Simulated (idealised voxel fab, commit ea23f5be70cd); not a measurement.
Process module, titled voxel local oxidation
The cross-section shown here is cut; it is 290 nm wide and divided into square cells measuring 5 nm on a side.
In this document a cross-section is written as a grid of square cells. It is given as a series of bands, listed from the top down, and a band is one or more rows of cells.
Within each band entry, the heights of the top and of the bottom of the band appear first, in that order and in nm; the materials of the band then follow from left to right, each with its corresponding width in nm. The designation "edge to edge" on a single material indicates that it fills the band from edge to edge; the designation "blank" indicates empty space.
Basically, 0 is our baseline, since under it the wafer straight out of the box is all one material. The bottom band has no lower end and keeps on going down, so it looks like "0..down".
Width "30 to 40": first value at the band's top row of cells, second value at its bottom row, equal change from row to row.
The cross-section has no changed cell in any step marked "remains unaltered".
In "Cavities, sealed" the enclosed voids are listed, meaning empty spaces of 8 cells or larger without any opening to the top. The form is width x height at distance, distance from the left edge, units nm.
Past the settings on a step's line: simulator remark, on that step.
The "overlay nm" setting may appear on a step's line; for a step that uses a mask, it gives how far to the right of its planned position the mask lay, and a negative value indicates the left.

[Intended process steps]
1: RECEIVE, material Si
2: CONFORMAL_DEP, material SiO2, thk nm 5
3: CONFORMAL_DEP, material SiN, thk nm 15
4: MASKED_ETCH, tone cover, mask id ACTIVE, width nm 90, pitch nm 130, etch materials SiN, depth nm 15, overlay nm -15
5: SELECTIVE_ETCH, etch materials SiO2, depth nm 5
6: OXIDIZE, depth nm 15
7: STRIP, etch materials SiN
Keep in mind the plan's value for the overlay nm of step 4 comes from the first wafer; the wafers don't share that setting, but they do share the same starting point.

[first wafer as received, after step 1]
- 0..down | Si edge to edge
- Cavities, sealed: none

[each wafer at the end: cells of each material gained (+) or lost (-) since it was received, then its closed voids]
overlay nm -15 | -114 Si | +146 SiO2 | Cavities, sealed: none
overlay nm -10 | -114 Si | +146 SiO2 | Cavities, sealed: none
overlay nm -5 | -114 Si | +146 SiO2 | Cavities, sealed: none
overlay nm 0 | -114 Si | +146 SiO2 | Cavities, sealed: none
overlay nm 5 | -114 Si | +146 SiO2 | Cavities, sealed: none
overlay nm 10 | -114 Si | +146 SiO2 | Cavities, sealed: none
overlay nm 15 | -114 Si | +146 SiO2 | Cavities, sealed: none
